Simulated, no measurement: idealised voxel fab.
process module | voxel double patterning
cross-section cut | 240 nm wide | cells 5 nm
A cross-section is a grid of square cells, given in bands from the top down. A band is one or more rows of cells.
Each band's line starts with the height of the band's top and of its bottom, in nm. Then come its materials from left to right, each with its width in nm. One material with "throughout" fills the band from edge to edge. "air" is empty space.
Height 0 is the level under which the wafer as received is all one material. The lowest band goes on downwards, as in "0 down".
A width such as "30 to 40" changes by the same amount from each row of cells to the next, from the band's top row to its bottom row.
"no change" after a step means that no cell of the cross-section changed.
closed voids: empty space of 8 cells or more with no open way to the top, each as width x height at its distance from the left edge, in nm
after a step's settings: what the simulator itself notes on the step
overlay nm, on a step with a mask: how far to the right of its planned place the mask lay; to the left if negative
plan
1 op RECEIVE | material Si
2 op CONFORMAL_DEP | material SiO2 | thk nm 5
3 op DIRECTIONAL_DEP | material TiN | thk nm 20
4 op DIRECTIONAL_DEP | material SiCN | thk nm 10
5 op DIRECTIONAL_DEP | material aC | thk nm 10
6 op PATTERN | tone open | mask id FIRST | material resist | width nm 15 | pitch nm 50 | thk nm 25 | overlay nm 0
7 op DIRECTIONAL_ETCH | etch materials aC | depth nm 10
8 op STRIP | etch materials resist
9 op DIRECTIONAL_ETCH | etch materials SiCN | depth nm 10
10 op STRIP | etch materials aC
11 op PATTERN | tone open | mask id SECOND | material resist | width nm 15 | pitch nm 50 | thk nm 20 | overlay nm 0
12 op DIRECTIONAL_ETCH | etch materials SiCN | depth nm 10
13 op STRIP | etch materials resist
14 op DIRECTIONAL_ETCH | etch materials TiN | depth nm 20
15 op STRIP | etch materials SiCN
as received, after step 1
  0 down: Si throughout
  closed voids: none
a wafer at the end: this start, this plan, one mistake
  25 to 5: TiN 50 | air 15 | TiN 20 | air 30 | TiN 20 | air 30 | TiN 75
  5 to 0: SiO2 throughout
  0 down: Si throughout
  closed voids: none
what went wrong: step 6 ran as: op PATTERN | tone open | mask id FIRST | material resist | width nm 15 | pitch nm 50 | thk nm 25 | overlay nm -10
